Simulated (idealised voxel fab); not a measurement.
Herein follows the process module entitled voxel quadruple lines.
The cross-section on display is named cut; it measures 230 nm wide, and its cells are 5 nm squares.
Cross-section spec: square-cell grid; bands listed top down; each band is one or more rows.
Per band: top height and bottom height in nm, followed by the left-to-right materials and their widths in nm; "edge to edge" marks a single material spanning edge to edge, "blank" marks empty space.
The level at which height equals 0 is the one under which the wafer, as it arrives, is entirely one material. No lower edge exists for the bottom band, which continues downward and is notated as in "0 -> down".
The two numbers in a width such as "30..40" mark its ends across the band: the first belongs to the top row of cells, the second to the bottom row, and from each row to the next the width moves by the same amount.
When a step is marked "everything unchanged", none of the cells in the cross-section changed during that step.
Entry "Cavities, closed". Content: empty spaces with no open connection to the top, size 8 cells or greater. Each: width x height at distance. Distance: from left edge. Unit: nm.
Note: text after step settings on the step line = simulator remark on that step.
A step's line can hold "overlay nm"; with a mask on that step, the setting says how far right of the planned place the mask lay, while a negative setting says it lay to the left.
These are the steps we planned for the process:
| 1 | RECEIVE with material Si |
| 2 | CONFORMAL_DEP with material SiO2, thk nm 5 |
| 3 | DIRECTIONAL_DEP with material TiN, thk nm 10 |
| 4 | DIRECTIONAL_DEP with material polySi, thk nm 15 |
| 5 | DIRECTIONAL_DEP with material aC, thk nm 20 |
| 6 | PATTERN with tone cover, mask id MANDREL, material resist, width nm 25, thk nm 25, overlay nm 0 |
| 7 | DIRECTIONAL_ETCH with etch materials aC, depth nm 20 |
| 8 | STRIP with etch materials resist |
| 9 | CONFORMAL_DEP with material SiO2, thk nm 15 |
| 10 | DIRECTIONAL_ETCH with etch materials SiO2, depth nm 15 |
| 11 | STRIP with etch materials aC |
| 12 | DIRECTIONAL_ETCH with etch materials polySi, depth nm 15 |
| 13 | STRIP with etch materials SiO2 |
| 14 | CONFORMAL_DEP with material SiCN, thk nm 5 |
| 15 | DIRECTIONAL_ETCH with etch materials SiCN, depth nm 5 |
| 16 | STRIP with etch materials polySi |
| 17 | DIRECTIONAL_ETCH with etch materials TiN, depth nm 10 |
| 18 | STRIP with etch materials SiCN |
| 19 | FILL_DEP with material SiO2, thk nm 5 |
| 20 | CMP with height nm 15 |
As-received wafer cross-section (after step 1):
- 0 -> down | Si edge to edge
- Cavities, closed: none
Figure: cross-sectional view of the wafer upon completion of the module, processed from the initial state and according to the plan depicted above, with one error introduced during execution:
- 5 -> 0 | SiO2 edge to edge
- 0 -> down | Si edge to edge
- Cavities, closed: none
Finding, execution versus plan: step 20 was not run as planned; what actually ran was CMP with height nm 5
